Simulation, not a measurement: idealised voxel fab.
process module | voxel trench capacitor
cross-section cut | 195 nm wide | cells 5 nm
A cross-section is a grid of square cells, given in bands from the top down. A band is one or more rows of cells.
Each band's line starts with the height of the band's top and of its bottom, in nm. Then come its materials from left to right, each with its width in nm. One material with "throughout" fills the band from edge to edge. "air" is empty space.
Height 0 is the level under which the wafer as received is all one material. The lowest band goes on downwards, as in "0 down".
A width such as "30 to 40" changes by the same amount from each row of cells to the next, from the band's top row to its bottom row.
"no change" after a step means that no cell of the cross-section changed.
closed voids: empty space of 8 cells or more with no open way to the top, each as width x height at its distance from the left edge, in nm
after a step's settings: what the simulator itself notes on the step
overlay nm, on a step with a mask: how far to the right of its planned place the mask lay; to the left if negative
plan
1 op RECEIVE | material Si
2 op CONFORMAL_DEP | material SiN | thk nm 5
3 op DIRECTIONAL_DEP | material aC | thk nm 15
4 op PATTERN | tone open | mask id TRENCH | material resist | width nm 25 | pitch nm 50 | thk nm 30 | overlay nm 0
5 op DIRECTIONAL_ETCH | etch materials aC | depth nm 15
6 op STRIP | etch materials resist
7 op DIRECTIONAL_ETCH | etch materials SiN | depth nm 5
8 op DIRECTIONAL_ETCH | etch materials Si | depth nm 40
9 op STRIP | etch materials aC
10 op CONFORMAL_DEP | material Al2O3 | thk nm 5
11 op CONFORMAL_DEP | material TiN | thk nm 5
12 op FILL_DEP | material W | thk nm 10
13 op CMP | height nm 5
as received, after step 1
  0 down: Si throughout
  closed voids: none
first wafer at the end, as planned
  5 to 0: SiN 35 | Al2O3 5 | TiN 5 | W 5 | TiN 5 | Al2O3 5 | SiN 25 | Al2O3 5 | TiN 5 | W 5 | TiN 5 | Al2O3 5 | SiN 25 | Al2O3 5 | TiN 5 | W 5 | TiN 5 | Al2O3 5 | SiN 35
  0 to -30: Si 35 | Al2O3 5 | TiN 5 | W 5 | TiN 5 | Al2O3 5 | Si 25 | Al2O3 5 | TiN 5 | W 5 | TiN 5 | Al2O3 5 | Si 25 | Al2O3 5 | TiN 5 | W 5 | TiN 5 | Al2O3 5 | Si 35
  -30 to -35: Si 35 | Al2O3 5 | TiN 15 | Al2O3 5 | Si 25 | Al2O3 5 | TiN 15 | Al2O3 5 | Si 25 | Al2O3 5 | TiN 15 | Al2O3 5 | Si 35
  -35 to -40: Si 35 | Al2O3 25 | Si 25 | Al2O3 25 | Si 25 | Al2O3 25 | Si 35
  -40 down: Si throughout
  closed voids: none
second wafer at the end: like start, like plan, one mistake
  5 to 0: W throughout
  0 down: Si throughout
  closed voids: none
what went wrong: step 2 ran as: op CONFORMAL_DEP | material W | thk nm 5
at the end the second wafer has, in cells: 63 fewer of Al2O3 | 120 more of Si | 24 fewer of SiN | 51 fewer of TiN | 18 more of W
